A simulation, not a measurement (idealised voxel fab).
Module name: voxel capacitor over wiring (process module)
Displayed cross-section: cut, width of 245 nm, square cells sized 5 nm.
How to read a cross-section here: the picture is a grid of square cells, written as bands going from the top down, and any band can span one or more rows of cells.
Band: top and bottom heights (nm) first, top before bottom; then materials from left to right, widths in nm. "edge to edge" marks a sole material filling the band edge to edge. "air" denotes empty space.
Height is counted from the level 0, under which the received wafer is composed throughout of one material. The lowest of the bands is not closed at the bottom but continues downward, in the notation "0 and below".
It should be noted that a width expressed as "30..40" varies in equal increments from row to row of cells within the band, taking the value of the first number at the top row and that of the second number at the bottom row.
Basically "no alterations made" means that step didn't change any cell in the cross-section.
"Enclosed void listing" - sealed voids, min. 8 cells, no opening to top; format: width x height at distance (distance from left edge; nm throughout).
Step line, after settings: the simulator's comment on this step.
Among the settings permitted on a step's line is "overlay nm"; applied to a step with a mask, it specifies the extent to which the mask lay to the right of its planned position, whereas a negative figure signifies a position to the left.
### The process steps that were planned are listed below
1: RECEIVE, material Si
2: CONFORMAL_DEP, material SiO2, thk nm 15
3: CONFORMAL_DEP, material SiCN, thk nm 5
4: DIRECTIONAL_DEP, material lowk, thk nm 25
5: DIRECTIONAL_DEP, material aC, thk nm 15
6: PATTERN, tone open, mask id METAL_1, material resist, width nm 20, pitch nm 90, thk nm 35, overlay nm 0
7: DIRECTIONAL_ETCH, etch materials aC, depth nm 15
8: STRIP, etch materials resist
9: DIRECTIONAL_ETCH, etch materials lowk, depth nm 25
10: DIRECTIONAL_ETCH, etch materials SiCN, depth nm 5
11: STRIP, etch materials aC
12: CONFORMAL_DEP, material TiN, thk nm 5
13: FILL_DEP, material Cu, thk nm 5
14: CMP, height nm 45
15: EPI, material Ru, thk nm 5
16: FILL_DEP, material SiCN, thk nm 5
17: DIRECTIONAL_DEP, material SiO2, thk nm 20
18: PATTERN, tone open, mask id PLUG_1, material resist, width nm 15, thk nm 20, overlay nm 0
19: DIRECTIONAL_ETCH, etch materials SiO2, depth nm 20
20: DIRECTIONAL_ETCH, etch materials SiCN, depth nm 5
21: STRIP, etch materials resist
22: EPI, material Ru, thk nm 10
23: EPI, material Ru, thk nm 10
24: EPI, material Ru, thk nm 5
25: DIRECTIONAL_DEP, material TiN, thk nm 5
26: DIRECTIONAL_DEP, material Al2O3, thk nm 5
27: DIRECTIONAL_DEP, material TiN, thk nm 5
28: MASKED_ETCH, tone cover, mask id UPPER_PLATE, width nm 75, etch materials TiN, depth nm 5, overlay nm 0
29: MASKED_ETCH, tone cover, mask id UPPER_PLATE, width nm 75, etch materials Al2O3, depth nm 5, overlay nm 0
30: DIRECTIONAL_DEP, material aC, thk nm 15
31: PATTERN, tone cover, mask id LOWER_PLATE, material resist, width nm 85, thk nm 30, overlay nm 0
32: DIRECTIONAL_ETCH, etch materials aC, depth nm 15
33: STRIP, etch materials resist
34: DIRECTIONAL_ETCH, etch materials TiN, depth nm 5
35: STRIP, etch materials aC
36: FILL_DEP, material SiO2, thk nm 20
37: CMP, height nm 105
38: DIRECTIONAL_DEP, material aC, thk nm 15
39: PATTERN, tone open, mask id PLUG_2, material resist, width nm 15, thk nm 35, overlay nm 0
40: DIRECTIONAL_ETCH, etch materials aC, depth nm 15
41: STRIP, etch materials resist
42: DIRECTIONAL_ETCH, etch materials SiO2, depth nm 15
43: STRIP, etch materials aC
44: CONFORMAL_DEP, material TiN, thk nm 5
45: FILL_DEP, material Cu, thk nm 10
46: CMP, height nm 105
47: CONFORMAL_DEP, material SiN, thk nm 5
### Cross-section of the wafer upon arrival, representing the state reached after step 1
	0 and below = Si edge to edge
	Enclosed void listing: none
### The first of two wafers, cross-sectioned at the end of the module, with the run proceeding as planned
	110 down to 105 = SiN edge to edge
	105 down to 95 = SiO2: 80, TiN: 5, Cu: 5, TiN: 5, SiO2: 150
	95 down to 85 = SiO2: 80..70, TiN: 15..75, SiO2: 150..100
	85 down to 80 = SiO2: 70, Al2O3: 75, SiO2: 100
	80 down to 75 = SiO2: 65, TiN: 85, SiO2: 95
	75 down to 55 = SiO2: 70, Ru: 15, SiO2: 160
	55 down to 50 = SiCN: 70, Ru: 15, SiCN: 160
	50 down to 45 = SiCN: 60, Ru: 30, SiCN: 60, Ru: 30, SiCN: 65
	45 down to 20 = lowk: 65, TiN: 5, Cu: 10, TiN: 5, lowk: 70, TiN: 5, Cu: 10, TiN: 5, lowk: 70
	20 down to 15 = SiCN: 65, TiN: 20, SiCN: 70, TiN: 20, SiCN: 70
	15 down to 0 = SiO2 edge to edge
	0 and below = Si edge to edge
	Enclosed void listing: none
### Wafer two, sectioned after the module: the first wafer's start, the first wafer's plan, and one mistake in how it was run
	110 down to 105 = SiN edge to edge
	105 down to 100 = TiN: 85, Cu: 5, TiN: 155
	100 down to 95 = SiO2: 80, TiN: 5, Cu: 5, TiN: 5, SiO2: 150
	95 down to 85 = SiO2: 80..70, TiN: 15..75, SiO2: 150..100
	85 down to 80 = SiO2: 70, Al2O3: 75, SiO2: 100
	80 down to 75 = SiO2: 65, TiN: 85, SiO2: 95
	75 down to 55 = SiO2: 70, Ru: 15, SiO2: 160
	55 down to 50 = SiCN: 70, Ru: 15, SiCN: 160
	50 down to 45 = SiCN: 60, Ru: 30, SiCN: 60, Ru: 30, SiCN: 65
	45 down to 20 = lowk: 65, TiN: 5, Cu: 10, TiN: 5, lowk: 70, TiN: 5, Cu: 10, TiN: 5, lowk: 70
	20 down to 15 = SiCN: 65, TiN: 20, SiCN: 70, TiN: 20, SiCN: 70
	15 down to 0 = SiO2 edge to edge
	0 and below = Si edge to edge
	Enclosed void listing: none
What was done differently from what was planned? step 37 changed vs plan, executed as CMP, height nm 100
Counted in cells at the end, the second wafer holds more or fewer of these materials than the first: 46 fewer of SiO2, 46 more of TiN
